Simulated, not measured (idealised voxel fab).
process module | voxel plated lines
cross-section cut | 155 nm wide | cells 5 nm
A cross-section is a grid of square cells, given in bands from the top down. A band is one or more rows of cells.
Each band's line starts with the height of the band's top and of its bottom, in nm. Then come its materials from left to right, each with its width in nm. One material with "throughout" fills the band from edge to edge. "air" is empty space.
Height 0 is the level under which the wafer as received is all one material. The lowest band goes on downwards, as in "0 down".
A width such as "30 to 40" changes by the same amount from each row of cells to the next, from the band's top row to its bottom row.
"no change" after a step means that no cell of the cross-section changed.
closed voids: empty space of 8 cells or more with no open way to the top, each as width x height at its distance from the left edge, in nm
after a step's settings: what the simulator itself notes on the step
overlay nm, on a step with a mask: how far to the right of its planned place the mask lay; to the left if negative
plan
1 op RECEIVE | material Si
2 op CONFORMAL_DEP | material SiO2 | thk nm 15
3 op DIRECTIONAL_DEP | material TiN | thk nm 5
4 op PATTERN | tone open | mask id LINES | material resist | width nm 25 | pitch nm 45 | thk nm 35 | overlay nm 0
5 op EPI | material Ru | thk nm 10
6 op EPI | material Ru | thk nm 5
7 op EPI | material Ru | thk nm 10
8 op STRIP | etch materials resist
9 op DIRECTIONAL_ETCH | etch materials TiN | depth nm 5
10 op CONFORMAL_DEP | material SiCN | thk nm 5
first wafer, as planned
as received, after step 1
  0 down: Si throughout
  closed voids: none
after step 2
  15 to 0: SiO2 throughout
  below 0: unchanged
after step 3
  20 to 15: TiN throughout
  below 15: unchanged
after step 4
  55 to 20: resist 40 | air 25 | resist 20 | air 25 | resist 45
  below 20: unchanged
after step 5
  55 to 30: resist 40 | air 25 | resist 20 | air 25 | resist 45
  30 to 20: resist 40 | Ru 25 | resist 20 | Ru 25 | resist 45
  below 20: unchanged
after step 6
  55 to 35: resist 40 | air 25 | resist 20 | air 25 | resist 45
  35 to 20: resist 40 | Ru 25 | resist 20 | Ru 25 | resist 45
  below 20: unchanged
after step 7
  55 to 45: resist 40 | air 25 | resist 20 | air 25 | resist 45
  45 to 20: resist 40 | Ru 25 | resist 20 | Ru 25 | resist 45
  below 20: unchanged
after step 8
  45 to 20: air 40 | Ru 25 | air 20 | Ru 25 | air 45
  below 20: unchanged
after step 9
  45 to 20: air 40 | Ru 25 | air 20 | Ru 25 | air 45
  20 to 15: air 40 | TiN 25 | air 20 | TiN 25 | air 45
  below 15: unchanged
after step 10
  50 to 45: air 35 | SiCN 35 | air 10 | SiCN 35 | air 40
  45 to 20: air 35 | SiCN 5 | Ru 25 | SiCN 5 | air 10 | SiCN 5 | Ru 25 | SiCN 5 | air 40
  20 to 15: SiCN 40 | TiN 25 | SiCN 20 | TiN 25 | SiCN 45
  below 15: unchanged
second wafer: like start, like plan, one mistake. Through step 3 it matches the first wafer
when step 4 should have ended: no change
when step 5 should have ended
  30 to 20: Ru throughout
  below 20: unchanged
when step 6 should have ended
  35 to 20: Ru throughout
  below 20: unchanged
when step 7 should have ended
  45 to 20: Ru throughout
  below 20: unchanged
when step 8 should have ended: no change
when step 9 should have ended: no change
when step 10 should have ended
  50 to 45: SiCN throughout
  below 45: unchanged
what went wrong: step 4 was left out
at the end the second wafer has, in cells: 105 more of Ru | 24 fewer of SiCN | 21 more of TiN
